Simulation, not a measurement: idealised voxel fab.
process module | voxel self aligned contacts
cross-section cut | 265 nm wide | cells 5 nm
A cross-section is a grid of square cells, given in bands from the top down. A band is one or more rows of cells.
Each band's line starts with the height of the band's top and of its bottom, in nm. Then come its materials from left to right, each with its width in nm. One material with "throughout" fills the band from edge to edge. "air" is empty space.
Height 0 is the level under which the wafer as received is all one material. The lowest band goes on downwards, as in "0 down".
A width such as "30 to 40" changes by the same amount from each row of cells to the next, from the band's top row to its bottom row.
"no change" after a step means that no cell of the cross-section changed.
closed voids: empty space of 8 cells or more with no open way to the top, each as width x height at its distance from the left edge, in nm
after a step's settings: what the simulator itself notes on the step
overlay nm, on a step with a mask: how far to the right of its planned place the mask lay; to the left if negative
plan
1 op RECEIVE | material Si
2 op CONFORMAL_DEP | material SiO2 | thk nm 5
3 op DIRECTIONAL_DEP | material polySi | thk nm 20
4 op DIRECTIONAL_DEP | material SiN | thk nm 15
5 op PATTERN | tone cover | mask id GATE | material resist | width nm 35 | pitch nm 70 | thk nm 15 | overlay nm 0
6 op DIRECTIONAL_ETCH | etch materials SiN | depth nm 15
7 op DIRECTIONAL_ETCH | etch materials polySi | depth nm 20
8 op STRIP | etch materials resist
9 op CONFORMAL_DEP | material SiN | thk nm 5
10 op DIRECTIONAL_ETCH | etch materials SiN | depth nm 5
11 op FILL_DEP | material SiO2 | thk nm 10
12 op CMP | height nm 45
13 op PATTERN | tone open | mask id CONTACT | material resist | width nm 55 | thk nm 20 | overlay nm 0
14 op DIRECTIONAL_ETCH | etch materials SiO2 | depth nm 45
15 op STRIP | etch materials resist
16 op CONFORMAL_DEP | material TiN | thk nm 5
17 op FILL_DEP | material W | thk nm 5
18 op CMP | height nm 45
19 op CONFORMAL_DEP | material SiCN | thk nm 5
first wafer, as planned
as received, after step 1
  0 down: Si throughout
  closed voids: none
after step 2
  5 to 0: SiO2 throughout
  below 0: unchanged
after step 3
  25 to 5: polySi throughout
  below 5: unchanged
after step 4
  40 to 25: SiN throughout
  below 25: unchanged
after step 5
  55 to 40: air 80 | resist 35 | air 35 | resist 35 | air 80
  below 40: unchanged
after step 6
  55 to 40: air 80 | resist 35 | air 35 | resist 35 | air 80
  40 to 25: air 80 | SiN 35 | air 35 | SiN 35 | air 80
  below 25: unchanged
after step 7
  55 to 40: air 80 | resist 35 | air 35 | resist 35 | air 80
  40 to 25: air 80 | SiN 35 | air 35 | SiN 35 | air 80
  25 to 5: air 80 | polySi 35 | air 35 | polySi 35 | air 80
  below 5: unchanged
after step 8
  40 to 25: air 80 | SiN 35 | air 35 | SiN 35 | air 80
  below 25: unchanged
after step 9
  45 to 25: air 75 | SiN 45 | air 25 | SiN 45 | air 75
  25 to 10: air 75 | SiN 5 | polySi 35 | SiN 5 | air 25 | SiN 5 | polySi 35 | SiN 5 | air 75
  10 to 5: SiN 80 | polySi 35 | SiN 35 | polySi 35 | SiN 80
  below 5: unchanged
after step 10
  40 to 25: air 75 | SiN 45 | air 25 | SiN 45 | air 75
  25 to 5: air 75 | SiN 5 | polySi 35 | SiN 5 | air 25 | SiN 5 | polySi 35 | SiN 5 | air 75
  below 5: unchanged
after step 11
  50 to 40: SiO2 throughout
  40 to 25: SiO2 75 | SiN 45 | SiO2 25 | SiN 45 | SiO2 75
  25 to 5: SiO2 75 | SiN 5 | polySi 35 | SiN 5 | SiO2 25 | SiN 5 | polySi 35 | SiN 5 | SiO2 75
  below 5: unchanged
after step 12
  45 to 40: SiO2 throughout
  below 40: unchanged
after step 13
  65 to 45: resist 105 | air 55 | resist 105
  below 45: unchanged
after step 14
  65 to 45: resist 105 | air 55 | resist 105
  45 to 40: SiO2 105 | air 55 | SiO2 105
  40 to 25: SiO2 75 | SiN 45 | air 25 | SiN 45 | SiO2 75
  25 to 5: SiO2 75 | SiN 5 | polySi 35 | SiN 5 | air 25 | SiN 5 | polySi 35 | SiN 5 | SiO2 75
  5 to 0: SiO2 120 | air 25 | SiO2 120
  below 0: unchanged
after step 15
  45 to 40: SiO2 105 | air 55 | SiO2 105
  below 40: unchanged
after step 16
  50 to 45: TiN 110 | air 45 | TiN 110
  45 to 40: SiO2 105 | TiN 20 | air 15 | TiN 20 | SiO2 105
  40 to 25: SiO2 75 | SiN 45 | TiN 5 | air 15 | TiN 5 | SiN 45 | SiO2 75
  25 to 5: SiO2 75 | SiN 5 | polySi 35 | SiN 5 | TiN 5 | air 15 | TiN 5 | SiN 5 | polySi 35 | SiN 5 | SiO2 75
  5 to 0: SiO2 120 | TiN 25 | SiO2 120
  below 0: unchanged
after step 17
  55 to 50: W throughout
  50 to 45: TiN 110 | W 45 | TiN 110
  45 to 40: SiO2 105 | TiN 20 | W 15 | TiN 20 | SiO2 105
  40 to 25: SiO2 75 | SiN 45 | TiN 5 | W 15 | TiN 5 | SiN 45 | SiO2 75
  25 to 5: SiO2 75 | SiN 5 | polySi 35 | SiN 5 | TiN 5 | W 15 | TiN 5 | SiN 5 | polySi 35 | SiN 5 | SiO2 75
  below 5: unchanged
after step 18
  45 to 40: SiO2 105 | TiN 20 | W 15 | TiN 20 | SiO2 105
  below 40: unchanged
after step 19
  50 to 45: SiCN throughout
  below 45: unchanged
second wafer: like start, like plan, one mistake. Through step 12 it matches the first wafer
when step 13 should have ended
  65 to 45: air 105 | resist 55 | air 105
  below 45: unchanged
when step 14 should have ended
  65 to 45: air 105 | resist 55 | air 105
  45 to 40: air 105 | SiO2 55 | air 105
  40 to 25: air 75 | SiN 45 | SiO2 25 | SiN 45 | air 75
  25 to 5: air 75 | SiN 5 | polySi 35 | SiN 5 | SiO2 25 | SiN 5 | polySi 35 | SiN 5 | air 75
  5 to 0: air 75 | SiO2 115 | air 75
  below 0: unchanged
when step 15 should have ended
  45 to 40: air 105 | SiO2 55 | air 105
  below 40: unchanged
when step 16 should have ended
  50 to 45: air 100 | TiN 65 | air 100
  45 to 40: air 70 | TiN 35 | SiO2 55 | TiN 35 | air 70
  40 to 25: air 70 | TiN 5 | SiN 45 | SiO2 25 | SiN 45 | TiN 5 | air 70
  25 to 5: air 70 | TiN 5 | SiN 5 | polySi 35 | SiN 5 | SiO2 25 | SiN 5 | polySi 35 | SiN 5 | TiN 5 | air 70
  5 to 0: TiN 75 | SiO2 115 | TiN 75
  below 0: unchanged
when step 17 should have ended
  55 to 50: W throughout
  50 to 45: W 100 | TiN 65 | W 100
  45 to 40: W 70 | TiN 35 | SiO2 55 | TiN 35 | W 70
  40 to 25: W 70 | TiN 5 | SiN 45 | SiO2 25 | SiN 45 | TiN 5 | W 70
  25 to 5: W 70 | TiN 5 | SiN 5 | polySi 35 | SiN 5 | SiO2 25 | SiN 5 | polySi 35 | SiN 5 | TiN 5 | W 70
  below 5: unchanged
when step 18 should have ended
  45 to 40: W 70 | TiN 35 | SiO2 55 | TiN 35 | W 70
  below 40: unchanged
when step 19 should have ended
  50 to 45: SiCN throughout
  below 45: unchanged
what went wrong: step 13 ran as: op PATTERN | tone cover | mask id CONTACT | material resist | width nm 55 | thk nm 20 | overlay nm 0
at the end the second wafer has, in cells: 231 fewer of SiO2 | 31 more of TiN | 200 more of W
